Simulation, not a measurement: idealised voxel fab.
process module | voxel fin reveal
Square cells of 5 nm make up the cross-section cut, whose width is 175 nm.
If you're reading a cross-section in this doc, picture square cells in a grid; it comes to you as bands, top ones listed first down to the bottom, and a band can be one or more rows of cells. The entry gives the band's vertical extent as a top height and a bottom height in nm, then its horizontal make-up as materials from left to right, each with a width in nm. "empty" stands for empty space; a single material marked "everywhere" fills the band edge to edge. Heights are reckoned from 0. Under this level, the received wafer is all of one material. The bottommost band is open-ended downward, for example "top 0, no bottom". A two-number width, for instance "30->40", indicates that the width is equal to the first number in the top row of the band and to the second number in the bottom row, and that it changes by a constant amount per row of cells. Key: "remained the same" - step with no changed cell in the cross-section. Entry "Encapsulated voids" = empty spaces >= 8 cells with no open way to the top; each as width x height at distance, distance from left edge, all nm. Post-settings text on a step line: simulator's own remark regarding the step. On any step carrying a mask, the "overlay nm" setting, if present on the step's line, tells how far right of its planned place the mask lay; negative values point to the left.

THESE ARE THE STEPS WE PLANNED FOR THE PROCESS
step 1: RECEIVE with material Si
step 2: CONFORMAL_DEP with material SiN, thk nm 5
step 3: MASKED_ETCH with tone cover, mask id FINS, width nm 15, pitch nm 40, etch materials SiN, depth nm 5, overlay nm 0
step 4: MASKED_ETCH with tone cover, mask id FINS, width nm 15, pitch nm 40, etch materials Si, depth nm 35, overlay nm 0
step 5: FILL_DEP with material SiO2, thk nm 10
step 6: CMP with height nm 5
step 7: SELECTIVE_ETCH with etch materials SiO2, depth nm 20
step 8: STRIP with etch materials SiN

SO THIS IS THE INCOMING WAFER IN CROSS-SECTION - IT'S ALREADY BEEN THROUGH STEP 1
* top 0, no bottom | Si everywhere
* Encapsulated voids: none

BELOW IS THE WAFER IN CROSS-SECTION AFTER THE MODULE WAS COMPLETED. IT BEGAN FROM THE STARTING POINT SHOWN ABOVE AND FOLLOWED THE PLAN SHOWN ABOVE, EXCEPT THAT ONE MISTAKE WAS MADE WHILE RUNNING IT
* top 5, bottom 0 | empty=40, then SiN=15, then empty=25, then SiN=15, then empty=25, then SiN=15, then empty=40
* top 0, bottom -15 | empty=40, then Si=15, then empty=25, then Si=15, then empty=25, then Si=15, then empty=40
* top -15, bottom -35 | SiO2=40, then Si=15, then SiO2=25, then Si=15, then SiO2=25, then Si=15, then SiO2=40
* top -35, no bottom | Si everywhere
* Encapsulated voids: none
Which mistake was made when the wafer was run? with respect to the plan, step 8 was omitted and not executed
